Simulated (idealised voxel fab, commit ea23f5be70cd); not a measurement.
process module | voxel released beams
cross-section cut | 255 nm wide | cells 5 nm
A cross-section is a grid of square cells, given in bands from the top down. A band is one or more rows of cells.
Each band's line starts with the height of the band's top and of its bottom, in nm. Then come its materials from left to right, each with its width in nm. One material with "throughout" fills the band from edge to edge. "air" is empty space.
Height 0 is the level under which the wafer as received is all one material. The lowest band goes on downwards, as in "0 down".
A width such as "30 to 40" changes by the same amount from each row of cells to the next, from the band's top row to its bottom row.
"no change" after a step means that no cell of the cross-section changed.
closed voids: empty space of 8 cells or more with no open way to the top, each as width x height at its distance from the left edge, in nm
after a step's settings: what the simulator itself notes on the step
overlay nm, on a step with a mask: how far to the right of its planned place the mask lay; to the left if negative
plan
1 op RECEIVE | material Si
2 op CONFORMAL_DEP | material Al2O3 | thk nm 5
3 op DIRECTIONAL_DEP | material SiO2 | thk nm 15
4 op MASKED_ETCH | tone open | mask id ANCHOR | width nm 40 | etch materials SiO2 | depth nm 15 | overlay nm 0
5 op CONFORMAL_DEP | material polySi | thk nm 15
6 op MASKED_ETCH | tone cover | mask id BEAM | width nm 125 | etch materials polySi | depth nm 15 | overlay nm 0
7 op STRIP | etch materials SiO2
as received, after step 1
  0 down: Si throughout
  closed voids: none
a wafer at the end: this start, this plan, one mistake
  20 to 5: air 65 | polySi 15 | air 10 | polySi 15 | air 150
  5 to 0: Al2O3 throughout
  0 down: Si throughout
  closed voids: none
what went wrong: step 6 ran as: op MASKED_ETCH | tone open | mask id BEAM | width nm 125 | etch materials polySi | depth nm 15 | overlay nm 0
